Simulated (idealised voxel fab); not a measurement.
You're looking at the process module voxel double patterning.
255 nm wide, 5 nm square cells: that's cross-section cut.
Each cross-section below is a grid of square cells, stated as bands in top-down order, with one or more rows of cells making up each band. A band entry consists of two parts. The first gives the height of the band's top and the height of its bottom, in nm. The rest lists the band's materials from left to right, each with its width in nm. A single material labelled with the word "full width" fills the band from edge to edge, and the word "air" marks empty space. Height 0 is the level under which the wafer as received is all one material. The lowest band goes on downwards, as in "z 0 and below". When a width is written as two numbers, as in "30->40", the first number is the width in the top row of cells of the band and the second is the width in its bottom row, and the width changes by the same amount from each row to the next. No cell of the cross-section changed in a step that is given as "nothing changed". The list in "Unvented voids" covers empty spaces of 8 cells or more that cannot reach the top through any open way, and it gives each as width x height at distance; the distance is from the left edge, and width, height and distance are in nm. Heads up: the bit after the settings on a step's line is the simulator's remark on that step. You can add "overlay nm" to a step's line. For a step with a mask, it describes how far the mask lay to the right of its planned position, and a negative number describes a lay to the left.

### Process steps - plan
1 RECEIVE,material Si
2 CONFORMAL_DEP,material SiO2,thk nm 10
3 DIRECTIONAL_DEP,material W,thk nm 15
4 DIRECTIONAL_DEP,material SiCN,thk nm 5
5 DIRECTIONAL_DEP,material aC,thk nm 15
6 PATTERN,tone open,mask id FIRST,material resist,width nm 15,pitch nm 50,thk nm 30,overlay nm 0
7 DIRECTIONAL_ETCH,etch materials aC,depth nm 15
8 STRIP,etch materials resist
9 DIRECTIONAL_ETCH,etch materials SiCN,depth nm 5
10 STRIP,etch materials aC
11 PATTERN,tone open,mask id SECOND,material resist,width nm 15,pitch nm 50,thk nm 15,overlay nm 0
12 DIRECTIONAL_ETCH,etch materials SiCN,depth nm 5
13 STRIP,etch materials resist
14 DIRECTIONAL_ETCH,etch materials W,depth nm 15
15 STRIP,etch materials SiCN

### First of the two wafers, run per plan

### Received-state cross-section, reflecting completion of step 1
> z 0 and below  Si full width
> Unvented voids: none

### Sectional view: wafer, after step 2
> z 10 to 0  SiO2 full width
> At heights below 0, the structure remains unaltered.

### Sectional view: wafer, after step 3
> z 25 to 10  W full width
> At heights below 10, the structure remains unaltered.

### Sectional view: wafer, after step 4
> z 30 to 25  SiCN full width
> At heights below 25, the structure remains unaltered.

### Sectional view: wafer, after step 5
> z 45 to 30  aC full width
> At heights below 30, the structure remains unaltered.

### Sectional view: wafer, after step 6
> z 75 to 45  70 resist | 15 air | 35 resist | 15 air | 35 resist | 15 air | 70 resist
> At heights below 45, the structure remains unaltered.

### Sectional view: wafer, after step 7
> z 60 to 45  70 resist | 15 air | 35 resist | 15 air | 35 resist | 15 air | 70 resist
> z 45 to 30  70 aC | 15 air | 35 aC | 15 air | 35 aC | 15 air | 70 aC
> At heights below 30, the structure remains unaltered.

### Sectional view: wafer, after step 8
> z 45 to 30  70 aC | 15 air | 35 aC | 15 air | 35 aC | 15 air | 70 aC
> At heights below 30, the structure remains unaltered.

### Sectional view: wafer, after step 9
> z 45 to 30  70 aC | 15 air | 35 aC | 15 air | 35 aC | 15 air | 70 aC
> z 30 to 25  70 SiCN | 15 air | 35 SiCN | 15 air | 35 SiCN | 15 air | 70 SiCN
> At heights below 25, the structure remains unaltered.

### Sectional view: wafer, after step 10
> z 30 to 25  70 SiCN | 15 air | 35 SiCN | 15 air | 35 SiCN | 15 air | 70 SiCN
> At heights below 25, the structure remains unaltered.

### Sectional view: wafer, after step 11
> z 45 to 30  95 resist | 15 air | 35 resist | 15 air | 95 resist
> z 30 to 25  70 SiCN | 15 resist | 35 SiCN | 15 resist | 35 SiCN | 15 resist | 70 SiCN
> At heights below 25, the structure remains unaltered.

### Sectional view: wafer, after step 12
> z 45 to 30  95 resist | 15 air | 35 resist | 15 air | 95 resist
> z 30 to 25  70 SiCN | 15 resist | 10 SiCN | 15 air | 10 SiCN | 15 resist | 10 SiCN | 15 air | 10 SiCN | 15 resist | 70 SiCN
> At heights below 25, the structure remains unaltered.

### Sectional view: wafer, after step 13
> z 30 to 25  70 SiCN | 15 air | 10 SiCN | 15 air | 10 SiCN | 15 air | 10 SiCN | 15 air | 10 SiCN | 15 air | 70 SiCN
> At heights below 25, the structure remains unaltered.

### Sectional view: wafer, after step 14
> z 30 to 25  70 SiCN | 15 air | 10 SiCN | 15 air | 10 SiCN | 15 air | 10 SiCN | 15 air | 10 SiCN | 15 air | 70 SiCN
> z 25 to 10  70 W | 15 air | 10 W | 15 air | 10 W | 15 air | 10 W | 15 air | 10 W | 15 air | 70 W
> At heights below 10, the structure remains unaltered.

### Sectional view: wafer, after step 15
> z 25 to 10  70 W | 15 air | 10 W | 15 air | 10 W | 15 air | 10 W | 15 air | 10 W | 15 air | 70 W
> At heights below 10, the structure remains unaltered.

### Second wafer: same start and same plan as the first, one execution error; identical to the first through step 1

### Here is the second wafer in cross-section at the point where step 2 of the plan should have been done
> z 10 to 0  W full width
> At heights below 0, the structure remains unaltered.

### Here is the second wafer in cross-section at the point where step 3 of the plan should have been done
> z 25 to 0  W full width
> At heights below 0, the structure remains unaltered.

### Here is the second wafer in cross-section at the point where step 4 of the plan should have been done
> z 30 to 25  SiCN full width
> At heights below 25, the structure remains unaltered.

### Here is the second wafer in cross-section at the point where step 5 of the plan should have been done
> z 45 to 30  aC full width
> At heights below 30, the structure remains unaltered.

### Here is the second wafer in cross-section at the point where step 6 of the plan should have been done
> z 75 to 45  70 resist | 15 air | 35 resist | 15 air | 35 resist | 15 air | 70 resist
> At heights below 45, the structure remains unaltered.

### Here is the second wafer in cross-section at the point where step 7 of the plan should have been done
> z 60 to 45  70 resist | 15 air | 35 resist | 15 air | 35 resist | 15 air | 70 resist
> z 45 to 30  70 aC | 15 air | 35 aC | 15 air | 35 aC | 15 air | 70 aC
> At heights below 30, the structure remains unaltered.

### Here is the second wafer in cross-section at the point where step 8 of the plan should have been done
> z 45 to 30  70 aC | 15 air | 35 aC | 15 air | 35 aC | 15 air | 70 aC
> At heights below 30, the structure remains unaltered.

### Here is the second wafer in cross-section at the point where step 9 of the plan should have been done
> z 45 to 30  70 aC | 15 air | 35 aC | 15 air | 35 aC | 15 air | 70 aC
> z 30 to 25  70 SiCN | 15 air | 35 SiCN | 15 air | 35 SiCN | 15 air | 70 SiCN
> At heights below 25, the structure remains unaltered.

### Here is the second wafer in cross-section at the point where step 10 of the plan should have been done
> z 30 to 25  70 SiCN | 15 air | 35 SiCN | 15 air | 35 SiCN | 15 air | 70 SiCN
> At heights below 25, the structure remains unaltered.

### Here is the second wafer in cross-section at the point where step 11 of the plan should have been done
> z 45 to 30  95 resist | 15 air | 35 resist | 15 air | 95 resist
> z 30 to 25  70 SiCN | 15 resist | 35 SiCN | 15 resist | 35 SiCN | 15 resist | 70 SiCN
> At heights below 25, the structure remains unaltered.

### Here is the second wafer in cross-section at the point where step 12 of the plan should have been done
> z 45 to 30  95 resist | 15 air | 35 resist | 15 air | 95 resist
> z 30 to 25  70 SiCN | 15 resist | 10 SiCN | 15 air | 10 SiCN | 15 resist | 10 SiCN | 15 air | 10 SiCN | 15 resist | 70 SiCN
> At heights below 25, the structure remains unaltered.

### Here is the second wafer in cross-section at the point where step 13 of the plan should have been done
> z 30 to 25  70 SiCN | 15 air | 10 SiCN | 15 air | 10 SiCN | 15 air | 10 SiCN | 15 air | 10 SiCN | 15 air | 70 SiCN
> At heights below 25, the structure remains unaltered.

### Here is the second wafer in cross-section at the point where step 14 of the plan should have been done
> z 30 to 25  70 SiCN | 15 air | 10 SiCN | 15 air | 10 SiCN | 15 air | 10 SiCN | 15 air | 10 SiCN | 15 air | 70 SiCN
> z 25 to 10  70 W | 15 air | 10 W | 15 air | 10 W | 15 air | 10 W | 15 air | 10 W | 15 air | 70 W
> At heights below 10, the structure remains unaltered.

### Here is the second wafer in cross-section at the point where step 15 of the plan should have been done
> z 25 to 10  70 W | 15 air | 10 W | 15 air | 10 W | 15 air | 10 W | 15 air | 10 W | 15 air | 70 W
> At heights below 10, the structure remains unaltered.
Misprocessing identified: step 2 was not run as planned; what actually ran was CONFORMAL_DEP,material W,thk nm 10
FYI, end of process, the second wafer has more or fewer cells of some materials than the first: 102 fewer of SiO2, 102 more of W
